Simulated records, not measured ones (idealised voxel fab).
Module name: voxel ribs on slabs (process module)
It is cross-section cut that appears here, measuring 225 nm in width, its square cells being 5 nm in size.
This document writes a cross-section as a grid whose cells are square, and gives it as bands, listed from the top down; one or more rows of cells form a band.
Heads up on the band format: heights come first, top then bottom, in nm. After that it's the materials left to right, each with its width in nm. A single material flagged "everywhere" fills the whole band edge to edge, and "air" means there's empty space there.
Heads up on the height convention: 0 is the point under which the incoming wafer is all one material, and the lowest band has no bottom, it just keeps going down, like "0 -> down".
Note: "30 to 40" means the width goes from the first number (top row of the band) to the second number (bottom row) in equal steps per row of cells.
Where a step carries "remained the same", the cross-section came out of it unchanged, cell for cell.
The entry "Enclosed internal voids" lists the empty spaces that cover at least 8 cells and have no open path to the top. Each is written as width x height at distance, where the distance is measured from the left edge and all three values are in nm.
Read whatever lies past the settings on a step's line as the simulator's own remark about the step.
Regarding "overlay nm": on a step with a mask, it is the distance the mask lay to the right of its planned place; a negative value places it to the left.

# So here's the lineup of process steps we planned
1) RECEIVE (material Si)
2) DIRECTIONAL_DEP (material SiO2; thk nm 25)
3) DIRECTIONAL_DEP (material SiN; thk nm 20)
4) MASKED_ETCH (tone cover; mask id RIB; width nm 30; etch materials SiN; depth nm 10; overlay nm 0)
5) PATTERN (tone cover; mask id SLAB; material resist; width nm 80; thk nm 20; overlay nm 0)
6) DIRECTIONAL_ETCH (etch materials SiN; depth nm 10)
7) STRIP (etch materials resist)
8) FILL_DEP (material SiO2; thk nm 20)
9) CMP (height nm 60)
10) DIRECTIONAL_DEP (material W; thk nm 10)
11) DIRECTIONAL_DEP (material aC; thk nm 15)
12) PATTERN (tone cover; mask id HEATER; material resist; width nm 40; thk nm 30; overlay nm 0)
13) DIRECTIONAL_ETCH (etch materials aC; depth nm 15)
14) STRIP (etch materials resist)
15) DIRECTIONAL_ETCH (etch materials W; depth nm 10)
16) STRIP (etch materials aC)
17) CONFORMAL_DEP (material SiN; thk nm 5)

# Cross-section, incoming material, after step 1
	0 -> down = Si everywhere
	Enclosed internal voids: none

# The module was run from the start shown above using the plan shown above, but one mistake was made doing it; the resulting wafer cross-section is below
	75 -> 70 = air=85 | SiN=50 | air=90
	70 -> 65 = air=85 | SiN=5 | W=40 | SiN=5 | air=90
	65 -> 60 = SiN=90 | W=40 | SiN=95
	60 -> 55 = SiO2=95 | SiN=30 | SiO2=100
	55 -> 45 = SiO2=70 | SiN=80 | SiO2=75
	45 -> 25 = SiN everywhere
	25 -> 0 = SiO2 everywhere
	0 -> down = Si everywhere
	Enclosed internal voids: none
Heads up, the wafer didn't run the way we planned it: in the plan, step 3 was performed twice
